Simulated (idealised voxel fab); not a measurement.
process module | voxel double patterning
cross-section cut | 265 nm wide | cells 5 nm
A cross-section is a grid of square cells, given in bands from the top down. A band is one or more rows of cells.
Each band's line starts with the height of the band's top and of its bottom, in nm. Then come its materials from left to right, each with its width in nm. One material with "throughout" fills the band from edge to edge. "air" is empty space.
Height 0 is the level under which the wafer as received is all one material. The lowest band goes on downwards, as in "0 down".
A width such as "30 to 40" changes by the same amount from each row of cells to the next, from the band's top row to its bottom row.
"no change" after a step means that no cell of the cross-section changed.
closed voids: empty space of 8 cells or more with no open way to the top, each as width x height at its distance from the left edge, in nm
after a step's settings: what the simulator itself notes on the step
overlay nm, on a step with a mask: how far to the right of its planned place the mask lay; to the left if negative
plan
1 op RECEIVE | material Si
2 op CONFORMAL_DEP | material SiO2 | thk nm 5
3 op DIRECTIONAL_DEP | material W | thk nm 15
4 op DIRECTIONAL_DEP | material SiCN | thk nm 10
5 op MASKED_ETCH | tone open | mask id FIRST | width nm 15 | pitch nm 50 | etch materials SiCN | depth nm 10 | overlay nm 0
6 op MASKED_ETCH | tone open | mask id SECOND | width nm 15 | etch materials SiCN | depth nm 10 | overlay nm 0
7 op DIRECTIONAL_ETCH | etch materials W | depth nm 15
8 op STRIP | etch materials SiCN
varied across the wafers: thk nm of step 2. The plan shows the first wafer's value. All wafers start alike
first wafer as received, after step 1
  0 down: Si throughout
  closed voids: none
each wafer at the end: cells of each material gained (+) or lost (-) since it was received, then its closed voids
thk nm 5 | +53 SiO2 | +132 W | closed voids: none
thk nm 10 | +106 SiO2 | +132 W | closed voids: none
thk nm 15 | +159 SiO2 | +132 W | closed voids: none
thk nm 20 | +212 SiO2 | +132 W | closed voids: none
